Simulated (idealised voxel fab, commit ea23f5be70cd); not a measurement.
process module | voxel wiring stack
cross-section cut | 265 nm wide | cells 5 nm
A cross-section is a grid of square cells, given in bands from the top down. A band is one or more rows of cells.
Each band's line starts with the height of the band's top and of its bottom, in nm. Then come its materials from left to right, each with its width in nm. One material with "throughout" fills the band from edge to edge. "air" is empty space.
Height 0 is the level under which the wafer as received is all one material. The lowest band goes on downwards, as in "0 down".
A width such as "30 to 40" changes by the same amount from each row of cells to the next, from the band's top row to its bottom row.
"no change" after a step means that no cell of the cross-section changed.
closed voids: empty space of 8 cells or more with no open way to the top, each as width x height at its distance from the left edge, in nm
after a step's settings: what the simulator itself notes on the step
overlay nm, on a step with a mask: how far to the right of its planned place the mask lay; to the left if negative
plan
1 op RECEIVE | material Si
2 op CONFORMAL_DEP | material SiO2 | thk nm 10
3 op CONFORMAL_DEP | material SiN | thk nm 5
4 op DIRECTIONAL_DEP | material lowk | thk nm 15
5 op PATTERN | tone open | mask id METAL_1 | material resist | width nm 30 | pitch nm 60 | thk nm 20 | overlay nm 0
6 op DIRECTIONAL_ETCH | etch materials lowk | depth nm 15
7 op DIRECTIONAL_ETCH | etch materials SiN | depth nm 5
8 op STRIP | etch materials resist
9 op CONFORMAL_DEP | material TiN | thk nm 5
10 op FILL_DEP | material Cu | thk nm 10
11 op CMP | height nm 30
12 op CONFORMAL_DEP | material SiCN | thk nm 5
13 op DIRECTIONAL_DEP | material lowk | thk nm 25
14 op DIRECTIONAL_DEP | material aC | thk nm 10
15 op PATTERN | tone open | mask id METAL_2 | material resist | width nm 30 | pitch nm 60 | thk nm 30 | overlay nm 0
16 op DIRECTIONAL_ETCH | etch materials aC | depth nm 10
17 op STRIP | etch materials resist
18 op DIRECTIONAL_ETCH | etch materials lowk | depth nm 15
19 op STRIP | etch materials aC
20 op DIRECTIONAL_DEP | material aC | thk nm 10
21 op PATTERN | tone open | mask id METAL_2_HOLES | material resist | width nm 15 | thk nm 30 | overlay nm 0
22 op DIRECTIONAL_ETCH | etch materials aC | depth nm 10
23 op STRIP | etch materials resist
24 op DIRECTIONAL_ETCH | etch materials lowk | depth nm 10
25 op DIRECTIONAL_ETCH | etch materials SiCN | depth nm 5
26 op STRIP | etch materials aC
27 op CONFORMAL_DEP | material TiN | thk nm 5
28 op FILL_DEP | material Cu | thk nm 5
29 op CMP | height nm 60
30 op CONFORMAL_DEP | material SiN | thk nm 5
as received, after step 1
  0 down: Si throughout
  closed voids: none
first wafer at the end, as planned
  65 to 60: SiN throughout
  60 to 50: lowk 85 | TiN 5 | Cu 20 | TiN 5 | lowk 30 | TiN 5 | Cu 20 | TiN 5 | lowk 90
  50 to 45: lowk 85 | TiN 5 | Cu 5 | TiN 20 | lowk 30 | TiN 30 | lowk 90
  45 to 35: lowk 85 | TiN 5 | Cu 5 | TiN 5 | lowk 165
  35 to 30: SiCN 85 | TiN 15 | SiCN 165
  30 to 15: lowk 85 | TiN 5 | Cu 20 | TiN 5 | lowk 30 | TiN 5 | Cu 20 | TiN 5 | lowk 90
  15 to 10: SiN 85 | TiN 30 | SiN 30 | TiN 30 | SiN 90
  10 to 0: SiO2 throughout
  0 down: Si throughout
  closed voids: none
second wafer at the end: like start, like plan, one mistake
  65 to 60: SiN throughout
  60 to 50: lowk 85 | TiN 5 | Cu 20 | TiN 5 | lowk 30 | TiN 5 | Cu 20 | TiN 5 | lowk 90
  50 to 45: lowk 85 | TiN 5 | Cu 5 | TiN 20 | lowk 30 | TiN 30 | lowk 90
  45 to 35: lowk 85 | TiN 5 | Cu 5 | TiN 5 | lowk 165
  35 to 30: SiCN 85 | TiN 15 | SiCN 165
  30 to 15: lowk 80 | TiN 5 | Cu 20 | TiN 5 | lowk 30 | TiN 5 | Cu 20 | TiN 5 | lowk 95
  15 to 10: SiN 80 | TiN 30 | SiN 30 | TiN 30 | SiN 95
  10 to 0: SiO2 throughout
  0 down: Si throughout
  closed voids: none
what went wrong: step 5 ran as: op PATTERN | tone open | mask id METAL_1 | material resist | width nm 30 | pitch nm 60 | thk nm 20 | overlay nm -5
at the end the second wafer has, in cells: as many of each material as the first, in other places
